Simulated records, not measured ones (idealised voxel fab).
Proc. module: voxel gate over fins
For reference, the cross-section in this document is cut, with width 280 nm and square cells of 5 nm.
Format of a cross-section: grid, square cells. Given as bands. Order: top down. Band: one or more rows of cells.
Top, bottom (nm), then materials left to right with widths (nm); lone material tagged "full width" fills the whole band edge to edge; "air" = empty space.
Note: height 0 marks the level under which the wafer is uniformly one material as received. Lowest band unbounded below, written "0..down".
Graded width ("30->40"): value in top row of band = first number; value in bottom row = second number; row-to-row change constant.
Where a step carries "identical to before", the cross-section came out of it unchanged, cell for cell.
Under "Closed voids list" you'll find the enclosed gaps, the ones with no way out to the top, that are 8 cells or bigger; each reads width x height at distance, with distance counted from the left edge, everything in nm.
after a step's settings: what the simulator itself notes on the step
The setting "overlay nm" may be written on the line of a step. When the step uses a mask, the value reports how far to the right of the planned place the mask lay, and a negative value reports that it lay to the left.

**Planned process steps**
1 RECEIVE: material Si
2 CONFORMAL_DEP: material SiN, thk nm 10
3 DIRECTIONAL_DEP: material aC, thk nm 10
4 PATTERN: tone cover, mask id FINS, material resist, width nm 15, pitch nm 60, thk nm 30, overlay nm 0
5 DIRECTIONAL_ETCH: etch materials aC, depth nm 10
6 STRIP: etch materials resist
7 DIRECTIONAL_ETCH: etch materials SiN, depth nm 10
8 DIRECTIONAL_ETCH: etch materials Si, depth nm 35
9 STRIP: etch materials aC
10 FILL_DEP: material SiO2, thk nm 15
11 CMP: height nm 10
12 DIRECTIONAL_DEP: material aC, thk nm 10
13 PATTERN: tone open, mask id RAIL, material resist, width nm 15, thk nm 25, overlay nm 0
14 DIRECTIONAL_ETCH: etch materials aC, depth nm 10
15 STRIP: etch materials resist
16 DIRECTIONAL_ETCH: etch materials SiO2, depth nm 40
17 STRIP: etch materials aC
18 CONFORMAL_DEP: material TiN, thk nm 5
19 FILL_DEP: material W, thk nm 5
20 CMP: height nm 10
21 SELECTIVE_ETCH: etch materials W Ru TiN, depth nm 30
22 FILL_DEP: material SiO2, thk nm 5
23 CMP: height nm 10
24 SELECTIVE_ETCH: etch materials SiO2, depth nm 25
25 STRIP: etch materials SiN
26 CONFORMAL_DEP: material HfO2, thk nm 5
27 CONFORMAL_DEP: material TiN, thk nm 5
28 CONFORMAL_DEP: material TiAl, thk nm 5
29 CONFORMAL_DEP: material TiN, thk nm 5
30 FILL_DEP: material W, thk nm 10
31 CMP: height nm 25
32 CONFORMAL_DEP: material SiCN, thk nm 10
The plan's step 26 thk nm is the first wafer's value; the wafers differ in this setting and start identical.

**First of several wafers (as received, post step 1), cross-sectional view**
  0..down  Si full width
  Closed voids list: none

**Quick key for the table: a row per wafer, taken at the end of the module. For each material it tells you how many cells the wafer gained (+) or lost (-) since it came in, and the closed voids come after**
thk nm 5, +80 HfO2, -308 Si, +112 SiCN, +170 SiO2, +80 TiAl, +165 TiN, +93 W, Closed voids list: none
thk nm 10, +160 HfO2, -308 Si, +112 SiCN, +170 SiO2, +80 TiAl, +156 TiN, +22 W, Closed voids list: none
thk nm 15, +240 HfO2, -308 Si, +112 SiCN, +170 SiO2, +71 TiAl, +96 TiN, +11 W, Closed voids list: none
thk nm 20, +320 HfO2, -308 Si, +112 SiCN, +170 SiO2, +11 TiAl, +83 TiN, +4 W, Closed voids list: none
